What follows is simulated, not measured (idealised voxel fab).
This is a process module. Its name is voxel self aligned contacts.
185 nm wide, 5 nm square cells: that's cross-section cut.
If you're reading a cross-section in this doc, picture square cells in a grid; it comes to you as bands, top ones listed first down to the bottom, and a band can be one or more rows of cells. Top, bottom (nm), then materials left to right with widths (nm); lone material tagged "all across" fills the whole band edge to edge; "blank" = empty space. Counting heights begins at 0, where everything beneath is, in the wafer as received, one material. The lowest band has no bottom; it goes on downwards, as "0 nm and below" shows. Quick explanation for "30 to 40": the width changes in equal steps down the rows of cells, from the first number in the band's top row to the second number in its bottom row. It should be understood that the words "left unchanged", when stated for a given step, signify that the cross-section underwent no change in any of its cells during that step. Look at "Closed void table" for the closed voids: empty spaces with no open path to the top, sized 8 cells or up. Each is width x height at distance, distance from the left edge, all nm. On a step's line, text after the settings is the simulator commenting on that step. The "overlay nm" setting may appear on a step's line; for a step that uses a mask, it gives how far to the right of its planned position the mask lay, and a negative value indicates the left.

**Process steps foreseen in the plan**
- 1: RECEIVE, material Si
- 2: CONFORMAL_DEP, material SiO2, thk nm 5
- 3: DIRECTIONAL_DEP, material polySi, thk nm 20
- 4: DIRECTIONAL_DEP, material SiN, thk nm 15
- 5: DIRECTIONAL_DEP, material aC, thk nm 10
- 6: PATTERN, tone cover, mask id GATE, material resist, width nm 30, pitch nm 65, thk nm 30, overlay nm 0
- 7: DIRECTIONAL_ETCH, etch materials aC, depth nm 10
- 8: STRIP, etch materials resist
- 9: DIRECTIONAL_ETCH, etch materials SiN, depth nm 15
- 10: DIRECTIONAL_ETCH, etch materials polySi, depth nm 20
- 11: STRIP, etch materials aC
- 12: CONFORMAL_DEP, material SiN, thk nm 5
- 13: DIRECTIONAL_ETCH, etch materials SiN, depth nm 5
- 14: FILL_DEP, material SiO2, thk nm 15
- 15: CMP, height nm 45
- 16: DIRECTIONAL_DEP, material aC, thk nm 15
- 17: PATTERN, tone open, mask id CONTACT, material resist, width nm 45, thk nm 30, overlay nm 0
- 18: DIRECTIONAL_ETCH, etch materials aC, depth nm 15
- 19: STRIP, etch materials resist
- 20: DIRECTIONAL_ETCH, etch materials SiO2, depth nm 45
- 21: STRIP, etch materials aC
- 22: CONFORMAL_DEP, material TiN, thk nm 5
- 23: FILL_DEP, material W, thk nm 10
- 24: CMP, height nm 45
- 25: CONFORMAL_DEP, material SiCN, thk nm 5

**First of two wafers, processed according to plan**

**Received-state cross-section, reflecting completion of step 1**
* 0 nm and below  Si all across
* Closed void table: none

**after step 2**
* 5 nm to 0 nm  SiO2 all across
* Heights below 0 show no change.

**after step 3**
* 25 nm to 5 nm  polySi all across
* Heights below 5 show no change.

**after step 4**
* 40 nm to 25 nm  SiN all across
* Heights below 25 show no change.

**after step 5**
* 50 nm to 40 nm  aC all across
* Heights below 40 show no change.

**after step 6**
* 80 nm to 50 nm  45 blank, then 30 resist, then 35 blank, then 30 resist, then 45 blank
* Heights below 50 show no change.

**after step 7**
* 70 nm to 50 nm  45 blank, then 30 resist, then 35 blank, then 30 resist, then 45 blank
* 50 nm to 40 nm  45 blank, then 30 aC, then 35 blank, then 30 aC, then 45 blank
* Heights below 40 show no change.

**after step 8**
* 50 nm to 40 nm  45 blank, then 30 aC, then 35 blank, then 30 aC, then 45 blank
* Heights below 40 show no change.

**after step 9**
* 50 nm to 40 nm  45 blank, then 30 aC, then 35 blank, then 30 aC, then 45 blank
* 40 nm to 25 nm  45 blank, then 30 SiN, then 35 blank, then 30 SiN, then 45 blank
* Heights below 25 show no change.

**after step 10**
* 50 nm to 40 nm  45 blank, then 30 aC, then 35 blank, then 30 aC, then 45 blank
* 40 nm to 25 nm  45 blank, then 30 SiN, then 35 blank, then 30 SiN, then 45 blank
* 25 nm to 5 nm  45 blank, then 30 polySi, then 35 blank, then 30 polySi, then 45 blank
* Heights below 5 show no change.

**after step 11**
* 40 nm to 25 nm  45 blank, then 30 SiN, then 35 blank, then 30 SiN, then 45 blank
* Heights below 25 show no change.

**after step 12**
* 45 nm to 25 nm  40 blank, then 40 SiN, then 25 blank, then 40 SiN, then 40 blank
* 25 nm to 10 nm  40 blank, then 5 SiN, then 30 polySi, then 5 SiN, then 25 blank, then 5 SiN, then 30 polySi, then 5 SiN, then 40 blank
* 10 nm to 5 nm  45 SiN, then 30 polySi, then 35 SiN, then 30 polySi, then 45 SiN
* Heights below 5 show no change.

**after step 13**
* 40 nm to 25 nm  40 blank, then 40 SiN, then 25 blank, then 40 SiN, then 40 blank
* 25 nm to 5 nm  40 blank, then 5 SiN, then 30 polySi, then 5 SiN, then 25 blank, then 5 SiN, then 30 polySi, then 5 SiN, then 40 blank
* Heights below 5 show no change.

**after step 14**
* 55 nm to 40 nm  SiO2 all across
* 40 nm to 25 nm  40 SiO2, then 40 SiN, then 25 SiO2, then 40 SiN, then 40 SiO2
* 25 nm to 5 nm  40 SiO2, then 5 SiN, then 30 polySi, then 5 SiN, then 25 SiO2, then 5 SiN, then 30 polySi, then 5 SiN, then 40 SiO2
* Heights below 5 show no change.

**after step 15**
* 45 nm to 40 nm  SiO2 all across
* Heights below 40 show no change.

**after step 16**
* 60 nm to 45 nm  aC all across
* Heights below 45 show no change.

**after step 17**
* 90 nm to 60 nm  70 resist, then 45 blank, then 70 resist
* Heights below 60 show no change.

**after step 18**
* 75 nm to 60 nm  70 resist, then 45 blank, then 70 resist
* 60 nm to 45 nm  70 aC, then 45 blank, then 70 aC
* Heights below 45 show no change.

**after step 19**
* 60 nm to 45 nm  70 aC, then 45 blank, then 70 aC
* Heights below 45 show no change.

**after step 20**
* 60 nm to 45 nm  70 aC, then 45 blank, then 70 aC
* 45 nm to 40 nm  70 SiO2, then 45 blank, then 70 SiO2
* 40 nm to 25 nm  40 SiO2, then 40 SiN, then 25 blank, then 40 SiN, then 40 SiO2
* 25 nm to 5 nm  40 SiO2, then 5 SiN, then 30 polySi, then 5 SiN, then 25 blank, then 5 SiN, then 30 polySi, then 5 SiN, then 40 SiO2
* 5 nm to 0 nm  80 SiO2, then 25 blank, then 80 SiO2
* Heights below 0 show no change.

**after step 21**
* 45 nm to 40 nm  70 SiO2, then 45 blank, then 70 SiO2
* Heights below 40 show no change.

**after step 22**
* 50 nm to 45 nm  75 TiN, then 35 blank, then 75 TiN
* 45 nm to 40 nm  70 SiO2, then 15 TiN, then 15 blank, then 15 TiN, then 70 SiO2
* 40 nm to 25 nm  40 SiO2, then 40 SiN, then 5 TiN, then 15 blank, then 5 TiN, then 40 SiN, then 40 SiO2
* 25 nm to 5 nm  40 SiO2, then 5 SiN, then 30 polySi, then 5 SiN, then 5 TiN, then 15 blank, then 5 TiN, then 5 SiN, then 30 polySi, then 5 SiN, then 40 SiO2
* 5 nm to 0 nm  80 SiO2, then 25 TiN, then 80 SiO2
* Heights below 0 show no change.

**after step 23**
* 60 nm to 50 nm  W all across
* 50 nm to 45 nm  75 TiN, then 35 W, then 75 TiN
* 45 nm to 40 nm  70 SiO2, then 15 TiN, then 15 W, then 15 TiN, then 70 SiO2
* 40 nm to 25 nm  40 SiO2, then 40 SiN, then 5 TiN, then 15 W, then 5 TiN, then 40 SiN, then 40 SiO2
* 25 nm to 5 nm  40 SiO2, then 5 SiN, then 30 polySi, then 5 SiN, then 5 TiN, then 15 W, then 5 TiN, then 5 SiN, then 30 polySi, then 5 SiN, then 40 SiO2
* Heights below 5 show no change.

**after step 24**
* 45 nm to 40 nm  70 SiO2, then 15 TiN, then 15 W, then 15 TiN, then 70 SiO2
* Heights below 40 show no change.

**after step 25**
* 50 nm to 45 nm  SiCN all across
* Heights below 45 show no change.

**For the second wafer, take the first wafer's start and plan, then add one mistake made in running it; everything through step 1, that step included, is shared with the first**

Second wafer: cross-section at the scheduled end of step 2: left unchanged

**Second wafer: cross-section at the scheduled end of step 3**
* 20 nm to 0 nm  polySi all across
* Heights below 0 show no change.

**Second wafer: cross-section at the scheduled end of step 4**
* 35 nm to 20 nm  SiN all across
* Heights below 20 show no change.

**Second wafer: cross-section at the scheduled end of step 5**
* 45 nm to 35 nm  aC all across
* Heights below 35 show no change.

**Second wafer: cross-section at the scheduled end of step 6**
* 75 nm to 45 nm  45 blank, then 30 resist, then 35 blank, then 30 resist, then 45 blank
* Heights below 45 show no change.

**Second wafer: cross-section at the scheduled end of step 7**
* 65 nm to 45 nm  45 blank, then 30 resist, then 35 blank, then 30 resist, then 45 blank
* 45 nm to 35 nm  45 blank, then 30 aC, then 35 blank, then 30 aC, then 45 blank
* Heights below 35 show no change.

**Second wafer: cross-section at the scheduled end of step 8**
* 45 nm to 35 nm  45 blank, then 30 aC, then 35 blank, then 30 aC, then 45 blank
* Heights below 35 show no change.

**Second wafer: cross-section at the scheduled end of step 9**
* 45 nm to 35 nm  45 blank, then 30 aC, then 35 blank, then 30 aC, then 45 blank
* 35 nm to 20 nm  45 blank, then 30 SiN, then 35 blank, then 30 SiN, then 45 blank
* Heights below 20 show no change.

**Second wafer: cross-section at the scheduled end of step 10**
* 45 nm to 35 nm  45 blank, then 30 aC, then 35 blank, then 30 aC, then 45 blank
* 35 nm to 20 nm  45 blank, then 30 SiN, then 35 blank, then 30 SiN, then 45 blank
* 20 nm to 0 nm  45 blank, then 30 polySi, then 35 blank, then 30 polySi, then 45 blank
* Heights below 0 show no change.

**Second wafer: cross-section at the scheduled end of step 11**
* 35 nm to 20 nm  45 blank, then 30 SiN, then 35 blank, then 30 SiN, then 45 blank
* Heights below 20 show no change.

**Second wafer: cross-section at the scheduled end of step 12**
* 40 nm to 20 nm  40 blank, then 40 SiN, then 25 blank, then 40 SiN, then 40 blank
* 20 nm to 5 nm  40 blank, then 5 SiN, then 30 polySi, then 5 SiN, then 25 blank, then 5 SiN, then 30 polySi, then 5 SiN, then 40 blank
* 5 nm to 0 nm  45 SiN, then 30 polySi, then 35 SiN, then 30 polySi, then 45 SiN
* Heights below 0 show no change.

**Second wafer: cross-section at the scheduled end of step 13**
* 35 nm to 20 nm  40 blank, then 40 SiN, then 25 blank, then 40 SiN, then 40 blank
* 20 nm to 0 nm  40 blank, then 5 SiN, then 30 polySi, then 5 SiN, then 25 blank, then 5 SiN, then 30 polySi, then 5 SiN, then 40 blank
* Heights below 0 show no change.

**Second wafer: cross-section at the scheduled end of step 14**
* 50 nm to 35 nm  SiO2 all across
* 35 nm to 20 nm  40 SiO2, then 40 SiN, then 25 SiO2, then 40 SiN, then 40 SiO2
* 20 nm to 0 nm  40 SiO2, then 5 SiN, then 30 polySi, then 5 SiN, then 25 SiO2, then 5 SiN, then 30 polySi, then 5 SiN, then 40 SiO2
* Heights below 0 show no change.

**Second wafer: cross-section at the scheduled end of step 15**
* 45 nm to 35 nm  SiO2 all across
* Heights below 35 show no change.

**Second wafer: cross-section at the scheduled end of step 16**
* 60 nm to 45 nm  aC all across
* Heights below 45 show no change.

**Second wafer: cross-section at the scheduled end of step 17**
* 90 nm to 60 nm  70 resist, then 45 blank, then 70 resist
* Heights below 60 show no change.

**Second wafer: cross-section at the scheduled end of step 18**
* 75 nm to 60 nm  70 resist, then 45 blank, then 70 resist
* 60 nm to 45 nm  70 aC, then 45 blank, then 70 aC
* Heights below 45 show no change.

**Second wafer: cross-section at the scheduled end of step 19**
* 60 nm to 45 nm  70 aC, then 45 blank, then 70 aC
* Heights below 45 show no change.

**Second wafer: cross-section at the scheduled end of step 20**
* 60 nm to 45 nm  70 aC, then 45 blank, then 70 aC
* 45 nm to 35 nm  70 SiO2, then 45 blank, then 70 SiO2
* 35 nm to 20 nm  40 SiO2, then 40 SiN, then 25 blank, then 40 SiN, then 40 SiO2
* 20 nm to 0 nm  40 SiO2, then 5 SiN, then 30 polySi, then 5 SiN, then 25 blank, then 5 SiN, then 30 polySi, then 5 SiN, then 40 SiO2
* Heights below 0 show no change.

**Second wafer: cross-section at the scheduled end of step 21**
* 45 nm to 35 nm  70 SiO2, then 45 blank, then 70 SiO2
* Heights below 35 show no change.

**Second wafer: cross-section at the scheduled end of step 22**
* 50 nm to 45 nm  75 TiN, then 35 blank, then 75 TiN
* 45 nm to 35 nm  70 SiO2, then 5 to 15 TiN, then 35 to 15 blank, then 5 to 15 TiN, then 70 SiO2
* 35 nm to 20 nm  40 SiO2, then 40 SiN, then 5 TiN, then 15 blank, then 5 TiN, then 40 SiN, then 40 SiO2
* 20 nm to 5 nm  40 SiO2, then 5 SiN, then 30 polySi, then 5 SiN, then 5 TiN, then 15 blank, then 5 TiN, then 5 SiN, then 30 polySi, then 5 SiN, then 40 SiO2
* 5 nm to 0 nm  40 SiO2, then 5 SiN, then 30 polySi, then 5 SiN, then 25 TiN, then 5 SiN, then 30 polySi, then 5 SiN, then 40 SiO2
* Heights below 0 show no change.

**Second wafer: cross-section at the scheduled end of step 23**
* 60 nm to 50 nm  W all across
* 50 nm to 45 nm  75 TiN, then 35 W, then 75 TiN
* 45 nm to 35 nm  70 SiO2, then 5 to 15 TiN, then 35 to 15 W, then 5 to 15 TiN, then 70 SiO2
* 35 nm to 20 nm  40 SiO2, then 40 SiN, then 5 TiN, then 15 W, then 5 TiN, then 40 SiN, then 40 SiO2
* 20 nm to 5 nm  40 SiO2, then 5 SiN, then 30 polySi, then 5 SiN, then 5 TiN, then 15 W, then 5 TiN, then 5 SiN, then 30 polySi, then 5 SiN, then 40 SiO2
* Heights below 5 show no change.

**Second wafer: cross-section at the scheduled end of step 24**
* 45 nm to 35 nm  70 SiO2, then 5 to 15 TiN, then 35 to 15 W, then 5 to 15 TiN, then 70 SiO2
* Heights below 35 show no change.

**Second wafer: cross-section at the scheduled end of step 25**
* 50 nm to 45 nm  SiCN all across
* Heights below 45 show no change.
So what did we get wrong on this run? heads up, step 2 of the plan was skipped and never actually ran
Wrapping up, a cell-based count of both wafers puts the second over or under the first for these materials: SiO2 -4, W +4
